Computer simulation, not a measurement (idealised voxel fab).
process module | voxel capacitor over wiring
cross-section cut | 210 nm wide | cells 5 nm
A cross-section is a grid of square cells, given in bands from the top down. A band is one or more rows of cells.
Each band's line starts with the height of the band's top and of its bottom, in nm. Then come its materials from left to right, each with its width in nm. One material with "throughout" fills the band from edge to edge. "air" is empty space.
Height 0 is the level under which the wafer as received is all one material. The lowest band goes on downwards, as in "0 down".
A width such as "30 to 40" changes by the same amount from each row of cells to the next, from the band's top row to its bottom row.
"no change" after a step means that no cell of the cross-section changed.
closed voids: empty space of 8 cells or more with no open way to the top, each as width x height at its distance from the left edge, in nm
after a step's settings: what the simulator itself notes on the step
overlay nm, on a step with a mask: how far to the right of its planned place the mask lay; to the left if negative
plan
1 op RECEIVE | material Si
2 op CONFORMAL_DEP | material SiO2 | thk nm 15
3 op CONFORMAL_DEP | material SiN | thk nm 5
4 op DIRECTIONAL_DEP | material SiO2 | thk nm 25
5 op PATTERN | tone open | mask id METAL_1 | material resist | width nm 30 | pitch nm 95 | thk nm 20 | overlay nm 0
6 op DIRECTIONAL_ETCH | etch materials SiO2 | depth nm 25
7 op DIRECTIONAL_ETCH | etch materials SiN | depth nm 5
8 op STRIP | etch materials resist
9 op CONFORMAL_DEP | material TiN | thk nm 5
10 op FILL_DEP | material Cu | thk nm 10
11 op CMP | height nm 45
12 op EPI | material Ru | thk nm 5
13 op FILL_DEP | material SiCN | thk nm 5
14 op DIRECTIONAL_DEP | material lowk | thk nm 15
15 op PATTERN | tone open | mask id PLUG_1 | material resist | width nm 15 | thk nm 15 | overlay nm 0
16 op DIRECTIONAL_ETCH | etch materials lowk | depth nm 15
17 op DIRECTIONAL_ETCH | etch materials SiCN | depth nm 5
18 op STRIP | etch materials resist
19 op CONFORMAL_DEP | material TiN | thk nm 5
20 op FILL_DEP | material Cu | thk nm 10
21 op CMP | height nm 70
22 op DIRECTIONAL_DEP | material TiN | thk nm 10
23 op DIRECTIONAL_DEP | material Al2O3 | thk nm 5
24 op DIRECTIONAL_DEP | material TiN | thk nm 10
25 op MASKED_ETCH | tone cover | mask id UPPER_PLATE | width nm 70 | etch materials TiN | depth nm 10 | overlay nm 0
26 op MASKED_ETCH | tone cover | mask id UPPER_PLATE | width nm 70 | etch materials Al2O3 | depth nm 5 | overlay nm 0
27 op DIRECTIONAL_DEP | material aC | thk nm 15
28 op PATTERN | tone cover | mask id LOWER_PLATE | material resist | width nm 80 | thk nm 30 | overlay nm 0
29 op DIRECTIONAL_ETCH | etch materials aC | depth nm 15
30 op STRIP | etch materials resist
31 op DIRECTIONAL_ETCH | etch materials TiN | depth nm 10
32 op STRIP | etch materials aC
33 op FILL_DEP | material SiO2 | thk nm 20
34 op CMP | height nm 110
35 op MASKED_ETCH | tone open | mask id PLUG_2 | width nm 15 | etch materials SiO2 | depth nm 15 | overlay nm 0
36 op CONFORMAL_DEP | material TiN | thk nm 5
37 op FILL_DEP | material Cu | thk nm 10
38 op CMP | height nm 110
39 op CONFORMAL_DEP | material SiCN | thk nm 5
first wafer, as planned
as received, after step 1
  0 down: Si throughout
  closed voids: none
after step 2
  15 to 0: SiO2 throughout
  below 0: unchanged
after step 3
  20 to 15: SiN throughout
  below 15: unchanged
after step 4
  45 to 20: SiO2 throughout
  below 20: unchanged
after step 5
  65 to 45: resist 40 | air 30 | resist 65 | air 30 | resist 45
  below 45: unchanged
after step 6
  65 to 45: resist 40 | air 30 | resist 65 | air 30 | resist 45
  45 to 20: SiO2 40 | air 30 | SiO2 65 | air 30 | SiO2 45
  below 20: unchanged
after step 7
  65 to 45: resist 40 | air 30 | resist 65 | air 30 | resist 45
  45 to 20: SiO2 40 | air 30 | SiO2 65 | air 30 | SiO2 45
  20 to 15: SiN 40 | air 30 | SiN 65 | air 30 | SiN 45
  below 15: unchanged
after step 8
  45 to 20: SiO2 40 | air 30 | SiO2 65 | air 30 | SiO2 45
  below 20: unchanged
after step 9
  50 to 45: TiN 45 | air 20 | TiN 75 | air 20 | TiN 50
  45 to 20: SiO2 40 | TiN 5 | air 20 | TiN 5 | SiO2 65 | TiN 5 | air 20 | TiN 5 | SiO2 45
  20 to 15: SiN 40 | TiN 30 | SiN 65 | TiN 30 | SiN 45
  below 15: unchanged
after step 10
  60 to 50: Cu throughout
  50 to 45: TiN 45 | Cu 20 | TiN 75 | Cu 20 | TiN 50
  45 to 20: SiO2 40 | TiN 5 | Cu 20 | TiN 5 | SiO2 65 | TiN 5 | Cu 20 | TiN 5 | SiO2 45
  below 20: unchanged
after step 11
  45 to 20: SiO2 40 | TiN 5 | Cu 20 | TiN 5 | SiO2 65 | TiN 5 | Cu 20 | TiN 5 | SiO2 45
  below 20: unchanged
after step 12
  50 to 45: air 35 | Ru 40 | air 55 | Ru 40 | air 40
  below 45: unchanged
after step 13
  55 to 50: SiCN throughout
  50 to 45: SiCN 35 | Ru 40 | SiCN 55 | Ru 40 | SiCN 40
  below 45: unchanged
after step 14
  70 to 55: lowk throughout
  below 55: unchanged
after step 15
  85 to 70: resist 55 | air 15 | resist 140
  below 70: unchanged
after step 16
  85 to 70: resist 55 | air 15 | resist 140
  70 to 55: lowk 55 | air 15 | lowk 140
  below 55: unchanged
after step 17
  85 to 70: resist 55 | air 15 | resist 140
  70 to 55: lowk 55 | air 15 | lowk 140
  55 to 50: SiCN 55 | air 15 | SiCN 140
  below 50: unchanged
after step 18
  70 to 55: lowk 55 | air 15 | lowk 140
  below 55: unchanged
after step 19
  75 to 70: TiN 60 | air 5 | TiN 145
  70 to 55: lowk 55 | TiN 5 | air 5 | TiN 5 | lowk 140
  55 to 50: SiCN 55 | TiN 15 | SiCN 140
  below 50: unchanged
after step 20
  85 to 75: Cu throughout
  75 to 70: TiN 60 | Cu 5 | TiN 145
  70 to 55: lowk 55 | TiN 5 | Cu 5 | TiN 5 | lowk 140
  below 55: unchanged
after step 21
  70 to 55: lowk 55 | TiN 5 | Cu 5 | TiN 5 | lowk 140
  below 55: unchanged
after step 22
  80 to 70: TiN throughout
  below 70: unchanged
after step 23
  85 to 80: Al2O3 throughout
  below 80: unchanged
after step 24
  95 to 85: TiN throughout
  below 85: unchanged
after step 25
  95 to 85: air 55 | TiN 70 | air 85
  below 85: unchanged
after step 26
  95 to 85: air 55 | TiN 70 | air 85
  85 to 80: air 55 | Al2O3 70 | air 85
  below 80: unchanged
after step 27
  110 to 95: air 55 | aC 70 | air 85
  95 to 85: aC 55 | TiN 70 | aC 85
  85 to 80: aC 55 | Al2O3 70 | aC 85
  below 80: unchanged
after step 28
  140 to 110: air 50 | resist 80 | air 80
  110 to 95: air 50 | resist 5 | aC 70 | resist 5 | air 80
  below 95: unchanged
after step 29
  125 to 110: air 50 | resist 80 | air 80
  110 to 95: air 50 | resist 5 | aC 70 | resist 5 | air 80
  95 to 85: air 50 | aC 5 | TiN 70 | aC 5 | air 80
  85 to 80: air 50 | aC 5 | Al2O3 70 | aC 5 | air 80
  below 80: unchanged
after step 30
  110 to 95: air 55 | aC 70 | air 85
  below 95: unchanged
after step 31
  110 to 95: air 55 | aC 70 | air 85
  95 to 85: air 50 | aC 5 | TiN 70 | aC 5 | air 80
  85 to 80: air 50 | aC 5 | Al2O3 70 | aC 5 | air 80
  80 to 70: air 50 | TiN 80 | air 80
  below 70: unchanged
after step 32
  95 to 85: air 55 | TiN 70 | air 85
  85 to 80: air 55 | Al2O3 70 | air 85
  below 80: unchanged
after step 33
  115 to 95: SiO2 throughout
  95 to 85: SiO2 55 | TiN 70 | SiO2 85
  85 to 80: SiO2 55 | Al2O3 70 | SiO2 85
  80 to 70: SiO2 50 | TiN 80 | SiO2 80
  below 70: unchanged
after step 34
  110 to 95: SiO2 throughout
  below 95: unchanged
after step 35
  110 to 95: SiO2 65 | air 15 | SiO2 130
  below 95: unchanged
after step 36
  115 to 110: TiN 70 | air 5 | TiN 135
  110 to 100: SiO2 65 | TiN 5 | air 5 | TiN 5 | SiO2 130
  100 to 95: SiO2 65 | TiN 15 | SiO2 130
  below 95: unchanged
after step 37
  125 to 115: Cu throughout
  115 to 110: TiN 70 | Cu 5 | TiN 135
  110 to 100: SiO2 65 | TiN 5 | Cu 5 | TiN 5 | SiO2 130
  below 100: unchanged
after step 38
  110 to 100: SiO2 65 | TiN 5 | Cu 5 | TiN 5 | SiO2 130
  below 100: unchanged
after step 39
  115 to 110: SiCN throughout
  below 110: unchanged
second wafer: like start, like plan, one mistake. Through step 22 it matches the first wafer
when step 23 should have ended
  85 to 80: SiO2 throughout
  below 80: unchanged
when step 24 should have ended
  95 to 85: TiN throughout
  below 85: unchanged
when step 25 should have ended
  95 to 85: air 55 | TiN 70 | air 85
  below 85: unchanged
when step 26 should have ended: no change
when step 27 should have ended
  110 to 100: air 55 | aC 70 | air 85
  100 to 95: aC throughout
  95 to 85: aC 55 | TiN 70 | aC 85
  below 85: unchanged
when step 28 should have ended
  140 to 110: air 50 | resist 80 | air 80
  110 to 100: air 50 | resist 5 | aC 70 | resist 5 | air 80
  below 100: unchanged
when step 29 should have ended
  125 to 110: air 50 | resist 80 | air 80
  110 to 100: air 50 | resist 5 | aC 70 | resist 5 | air 80
  100 to 95: air 50 | aC 80 | air 80
  95 to 85: air 50 | aC 5 | TiN 70 | aC 5 | air 80
  below 85: unchanged
when step 30 should have ended
  110 to 100: air 55 | aC 70 | air 85
  below 100: unchanged
when step 31 should have ended: no change
when step 32 should have ended
  95 to 85: air 55 | TiN 70 | air 85
  below 85: unchanged
when step 33 should have ended
  115 to 95: SiO2 throughout
  95 to 85: SiO2 55 | TiN 70 | SiO2 85
  below 85: unchanged
when step 34 should have ended
  110 to 95: SiO2 throughout
  below 95: unchanged
when step 35 should have ended
  110 to 95: SiO2 65 | air 15 | SiO2 130
  below 95: unchanged
when step 36 should have ended
  115 to 110: TiN 70 | air 5 | TiN 135
  110 to 100: SiO2 65 | TiN 5 | air 5 | TiN 5 | SiO2 130
  100 to 95: SiO2 65 | TiN 15 | SiO2 130
  below 95: unchanged
when step 37 should have ended
  125 to 115: Cu throughout
  115 to 110: TiN 70 | Cu 5 | TiN 135
  110 to 100: SiO2 65 | TiN 5 | Cu 5 | TiN 5 | SiO2 130
  below 100: unchanged
when step 38 should have ended
  110 to 100: SiO2 65 | TiN 5 | Cu 5 | TiN 5 | SiO2 130
  below 100: unchanged
when step 39 should have ended
  115 to 110: SiCN throughout
  below 110: unchanged
what went wrong: step 23 ran as: op DIRECTIONAL_DEP | material SiO2 | thk nm 5
at the end the second wafer has, in cells: 14 fewer of Al2O3 | 38 fewer of SiO2 | 52 more of TiN
